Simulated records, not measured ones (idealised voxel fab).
Documented hereafter: the process module known as voxel self aligned contacts.
In the cross-section labelled cut, the width is 245 nm and each square cell is 5 nm.
Cross-section layout: square cells on a grid; listed as bands, top to bottom; a band spans one or more cell rows. The entry gives the band's vertical extent as a top height and a bottom height in nm, then its horizontal make-up as materials from left to right, each with a width in nm. "air" stands for empty space; a single material marked "everywhere" fills the band edge to edge. Basically, 0 is our baseline, since under it the wafer straight out of the box is all one material. The bottom band has no lower end and keeps on going down, so it looks like "0 -> down". Top row gets the first number, bottom row gets the second, and each row in between changes by the same step: that is how a band width like "30..40" works. Where a step carries "nothing altered", the cross-section came out of it unchanged, cell for cell. Under "Enclosed void listing" you'll find the enclosed gaps, the ones with no way out to the top, that are 8 cells or bigger; each reads width x height at distance, with distance counted from the left edge, everything in nm. The remark found on a step's line after its settings is issued by the simulator itself and pertains to that step. "overlay nm" on a masked step: distance the mask lay right of its planned place, negative for left.
-- Planned step list for the process
1: RECEIVE (material Si)
2: CONFORMAL_DEP (material SiO2; thk nm 5)
3: DIRECTIONAL_DEP (material polySi; thk nm 20)
4: DIRECTIONAL_DEP (material SiN; thk nm 20)
5: DIRECTIONAL_DEP (material aC; thk nm 10)
6: PATTERN (tone cover; mask id GATE; material resist; width nm 25; pitch nm 55; thk nm 25; overlay nm 0)
7: DIRECTIONAL_ETCH (etch materials aC; depth nm 10)
8: STRIP (etch materials resist)
9: DIRECTIONAL_ETCH (etch materials SiN; depth nm 20)
10: DIRECTIONAL_ETCH (etch materials polySi; depth nm 20)
11: STRIP (etch materials aC)
12: CONFORMAL_DEP (material SiN; thk nm 5)
13: DIRECTIONAL_ETCH (etch materials SiN; depth nm 5)
14: FILL_DEP (material SiO2; thk nm 15)
15: CMP (height nm 55)
16: MASKED_ETCH (tone open; mask id CONTACT; width nm 40; pitch nm 55; etch materials SiO2; depth nm 55; overlay nm 0)
17: CONFORMAL_DEP (material TiN; thk nm 5)
18: FILL_DEP (material Ru; thk nm 5)
19: CMP (height nm 55)
20: CONFORMAL_DEP (material SiCN; thk nm 5)
-- First out of two wafers; run went to plan
-- Received-state cross-section, reflecting completion of step 1
	0 -> down  Si everywhere
	Enclosed void listing: none
-- Sectional view: wafer, after step 2
	5 -> 0  SiO2 everywhere
	Below a height of 0, the structure has not been altered.
-- Sectional view: wafer, after step 3
	25 -> 5  polySi everywhere
	Below a height of 5, the structure has not been altered.
-- Sectional view: wafer, after step 4
	45 -> 25  SiN everywhere
	Below a height of 25, the structure has not been altered.
-- Sectional view: wafer, after step 5
	55 -> 45  aC everywhere
	Below a height of 45, the structure has not been altered.
-- Sectional view: wafer, after step 6
	80 -> 55  air (55)  resist (25)  air (30)  resist (25)  air (30)  resist (25)  air (55)
	Below a height of 55, the structure has not been altered.
-- Sectional view: wafer, after step 7
	70 -> 55  air (55)  resist (25)  air (30)  resist (25)  air (30)  resist (25)  air (55)
	55 -> 45  air (55)  aC (25)  air (30)  aC (25)  air (30)  aC (25)  air (55)
	Below a height of 45, the structure has not been altered.
-- Sectional view: wafer, after step 8
	55 -> 45  air (55)  aC (25)  air (30)  aC (25)  air (30)  aC (25)  air (55)
	Below a height of 45, the structure has not been altered.
-- Sectional view: wafer, after step 9
	55 -> 45  air (55)  aC (25)  air (30)  aC (25)  air (30)  aC (25)  air (55)
	45 -> 25  air (55)  SiN (25)  air (30)  SiN (25)  air (30)  SiN (25)  air (55)
	Below a height of 25, the structure has not been altered.
-- Sectional view: wafer, after step 10
	55 -> 45  air (55)  aC (25)  air (30)  aC (25)  air (30)  aC (25)  air (55)
	45 -> 25  air (55)  SiN (25)  air (30)  SiN (25)  air (30)  SiN (25)  air (55)
	25 -> 5  air (55)  polySi (25)  air (30)  polySi (25)  air (30)  polySi (25)  air (55)
	Below a height of 5, the structure has not been altered.
-- Sectional view: wafer, after step 11
	45 -> 25  air (55)  SiN (25)  air (30)  SiN (25)  air (30)  SiN (25)  air (55)
	Below a height of 25, the structure has not been altered.
-- Sectional view: wafer, after step 12
	50 -> 25  air (50)  SiN (35)  air (20)  SiN (35)  air (20)  SiN (35)  air (50)
	25 -> 10  air (50)  SiN (5)  polySi (25)  SiN (5)  air (20)  SiN (5)  polySi (25)  SiN (5)  air (20)  SiN (5)  polySi (25)  SiN (5)  air (50)
	10 -> 5  SiN (55)  polySi (25)  SiN (30)  polySi (25)  SiN (30)  polySi (25)  SiN (55)
	Below a height of 5, the structure has not been altered.
-- Sectional view: wafer, after step 13
	45 -> 25  air (50)  SiN (35)  air (20)  SiN (35)  air (20)  SiN (35)  air (50)
	25 -> 5  air (50)  SiN (5)  polySi (25)  SiN (5)  air (20)  SiN (5)  polySi (25)  SiN (5)  air (20)  SiN (5)  polySi (25)  SiN (5)  air (50)
	Below a height of 5, the structure has not been altered.
-- Sectional view: wafer, after step 14
	60 -> 45  SiO2 everywhere
	45 -> 25  SiO2 (50)  SiN (35)  SiO2 (20)  SiN (35)  SiO2 (20)  SiN (35)  SiO2 (50)
	25 -> 5  SiO2 (50)  SiN (5)  polySi (25)  SiN (5)  SiO2 (20)  SiN (5)  polySi (25)  SiN (5)  SiO2 (20)  SiN (5)  polySi (25)  SiN (5)  SiO2 (50)
	Below a height of 5, the structure has not been altered.
-- Sectional view: wafer, after step 15
	55 -> 45  SiO2 everywhere
	Below a height of 45, the structure has not been altered.
-- Sectional view: wafer, after step 16
	55 -> 45  SiO2 (75)  air (40)  SiO2 (15)  air (40)  SiO2 (75)
	45 -> 25  SiO2 (50)  SiN (35)  air (20)  SiN (35)  air (20)  SiN (35)  SiO2 (50)
	25 -> 5  SiO2 (50)  SiN (5)  polySi (25)  SiN (5)  air (20)  SiN (5)  polySi (25)  SiN (5)  air (20)  SiN (5)  polySi (25)  SiN (5)  SiO2 (50)
	5 -> 0  SiO2 (85)  air (20)  SiO2 (35)  air (20)  SiO2 (85)
	Below a height of 0, the structure has not been altered.
-- Sectional view: wafer, after step 17
	60 -> 55  TiN (80)  air (30)  TiN (25)  air (30)  TiN (80)
	55 -> 45  SiO2 (75)  TiN (5..15)  air (30..10)  TiN (5..15)  SiO2 (15)  TiN (5..15)  air (30..10)  TiN (5..15)  SiO2 (75)
	45 -> 25  SiO2 (50)  SiN (35)  TiN (5)  air (10)  TiN (5)  SiN (35)  TiN (5)  air (10)  TiN (5)  SiN (35)  SiO2 (50)
	25 -> 5  SiO2 (50)  SiN (5)  polySi (25)  SiN (5)  TiN (5)  air (10)  TiN (5)  SiN (5)  polySi (25)  SiN (5)  TiN (5)  air (10)  TiN (5)  SiN (5)  polySi (25)  SiN (5)  SiO2 (50)
	5 -> 0  SiO2 (85)  TiN (20)  SiO2 (35)  TiN (20)  SiO2 (85)
	Below a height of 0, the structure has not been altered.
-- Sectional view: wafer, after step 18
	65 -> 60  Ru everywhere
	60 -> 55  TiN (80)  Ru (30)  TiN (25)  Ru (30)  TiN (80)
	55 -> 45  SiO2 (75)  TiN (5..15)  Ru (30..10)  TiN (5..15)  SiO2 (15)  TiN (5..15)  Ru (30..10)  TiN (5..15)  SiO2 (75)
	45 -> 25  SiO2 (50)  SiN (35)  TiN (5)  Ru (10)  TiN (5)  SiN (35)  TiN (5)  Ru (10)  TiN (5)  SiN (35)  SiO2 (50)
	25 -> 5  SiO2 (50)  SiN (5)  polySi (25)  SiN (5)  TiN (5)  Ru (10)  TiN (5)  SiN (5)  polySi (25)  SiN (5)  TiN (5)  Ru (10)  TiN (5)  SiN (5)  polySi (25)  SiN (5)  SiO2 (50)
	Below a height of 5, the structure has not been altered.
-- Sectional view: wafer, after step 19
	55 -> 45  SiO2 (75)  TiN (5..15)  Ru (30..10)  TiN (5..15)  SiO2 (15)  TiN (5..15)  Ru (30..10)  TiN (5..15)  SiO2 (75)
	Below a height of 45, the structure has not been altered.
-- Sectional view: wafer, after step 20
	60 -> 55  SiCN everywhere
	Below a height of 55, the structure has not been altered.
-- Wafer two of two - same starting point, same process plan, one mistake in execution; matches wafer one up to and including step 1
-- Cross-section of the second wafer corresponding to the planned conclusion of step 2
	20 -> 0  polySi everywhere
	Below a height of 0, the structure has not been altered.
-- Cross-section of the second wafer corresponding to the planned conclusion of step 3
	25 -> 20  SiO2 everywhere
	Below a height of 20, the structure has not been altered.
-- Cross-section of the second wafer corresponding to the planned conclusion of step 4
	45 -> 25  SiN everywhere
	Below a height of 25, the structure has not been altered.
-- Cross-section of the second wafer corresponding to the planned conclusion of step 5
	55 -> 45  aC everywhere
	Below a height of 45, the structure has not been altered.
-- Cross-section of the second wafer corresponding to the planned conclusion of step 6
	80 -> 55  air (55)  resist (25)  air (30)  resist (25)  air (30)  resist (25)  air (55)
	Below a height of 55, the structure has not been altered.
-- Cross-section of the second wafer corresponding to the planned conclusion of step 7
	70 -> 55  air (55)  resist (25)  air (30)  resist (25)  air (30)  resist (25)  air (55)
	55 -> 45  air (55)  aC (25)  air (30)  aC (25)  air (30)  aC (25)  air (55)
	Below a height of 45, the structure has not been altered.
-- Cross-section of the second wafer corresponding to the planned conclusion of step 8
	55 -> 45  air (55)  aC (25)  air (30)  aC (25)  air (30)  aC (25)  air (55)
	Below a height of 45, the structure has not been altered.
-- Cross-section of the second wafer corresponding to the planned conclusion of step 9
	55 -> 45  air (55)  aC (25)  air (30)  aC (25)  air (30)  aC (25)  air (55)
	45 -> 25  air (55)  SiN (25)  air (30)  SiN (25)  air (30)  SiN (25)  air (55)
	Below a height of 25, the structure has not been altered.
Cross-section of the second wafer corresponding to the planned conclusion of step 10: nothing altered
-- Cross-section of the second wafer corresponding to the planned conclusion of step 11
	45 -> 25  air (55)  SiN (25)  air (30)  SiN (25)  air (30)  SiN (25)  air (55)
	Below a height of 25, the structure has not been altered.
-- Cross-section of the second wafer corresponding to the planned conclusion of step 12
	50 -> 30  air (50)  SiN (35)  air (20)  SiN (35)  air (20)  SiN (35)  air (50)
	30 -> 25  SiN everywhere
	Below a height of 25, the structure has not been altered.
-- Cross-section of the second wafer corresponding to the planned conclusion of step 13
	45 -> 25  air (50)  SiN (35)  air (20)  SiN (35)  air (20)  SiN (35)  air (50)
	Below a height of 25, the structure has not been altered.
-- Cross-section of the second wafer corresponding to the planned conclusion of step 14
	60 -> 45  SiO2 everywhere
	45 -> 25  SiO2 (50)  SiN (35)  SiO2 (20)  SiN (35)  SiO2 (20)  SiN (35)  SiO2 (50)
	Below a height of 25, the structure has not been altered.
-- Cross-section of the second wafer corresponding to the planned conclusion of step 15
	55 -> 45  SiO2 everywhere
	Below a height of 45, the structure has not been altered.
-- Cross-section of the second wafer corresponding to the planned conclusion of step 16
	55 -> 45  SiO2 (75)  air (40)  SiO2 (15)  air (40)  SiO2 (75)
	45 -> 25  SiO2 (50)  SiN (35)  air (20)  SiN (35)  air (20)  SiN (35)  SiO2 (50)
	25 -> 20  SiO2 (85)  air (20)  SiO2 (35)  air (20)  SiO2 (85)
	Below a height of 20, the structure has not been altered.
-- Cross-section of the second wafer corresponding to the planned conclusion of step 17
	60 -> 55  TiN (80)  air (30)  TiN (25)  air (30)  TiN (80)
	55 -> 45  SiO2 (75)  TiN (5..15)  air (30..10)  TiN (5..15)  SiO2 (15)  TiN (5..15)  air (30..10)  TiN (5..15)  SiO2 (75)
	45 -> 25  SiO2 (50)  SiN (35)  TiN (5)  air (10)  TiN (5)  SiN (35)  TiN (5)  air (10)  TiN (5)  SiN (35)  SiO2 (50)
	25 -> 20  SiO2 (85)  TiN (20)  SiO2 (35)  TiN (20)  SiO2 (85)
	Below a height of 20, the structure has not been altered.
-- Cross-section of the second wafer corresponding to the planned conclusion of step 18
	65 -> 60  Ru everywhere
	60 -> 55  TiN (80)  Ru (30)  TiN (25)  Ru (30)  TiN (80)
	55 -> 45  SiO2 (75)  TiN (5..15)  Ru (30..10)  TiN (5..15)  SiO2 (15)  TiN (5..15)  Ru (30..10)  TiN (5..15)  SiO2 (75)
	45 -> 25  SiO2 (50)  SiN (35)  TiN (5)  Ru (10)  TiN (5)  SiN (35)  TiN (5)  Ru (10)  TiN (5)  SiN (35)  SiO2 (50)
	Below a height of 25, the structure has not been altered.
-- Cross-section of the second wafer corresponding to the planned conclusion of step 19
	55 -> 45  SiO2 (75)  TiN (5..15)  Ru (30..10)  TiN (5..15)  SiO2 (15)  TiN (5..15)  Ru (30..10)  TiN (5..15)  SiO2 (75)
	Below a height of 45, the structure has not been altered.
-- Cross-section of the second wafer corresponding to the planned conclusion of step 20
	60 -> 55  SiCN everywhere
	Below a height of 55, the structure has not been altered.
The plan and the run diverged here: step 3 occupied the plan position of step 2, and the converse holds as well
Counted in cells at the end, the second wafer holds more or fewer of these materials than the first: Ru: 16 fewer; SiN: 24 fewer; SiO2: 80 fewer; TiN: 16 fewer; polySi: 136 more
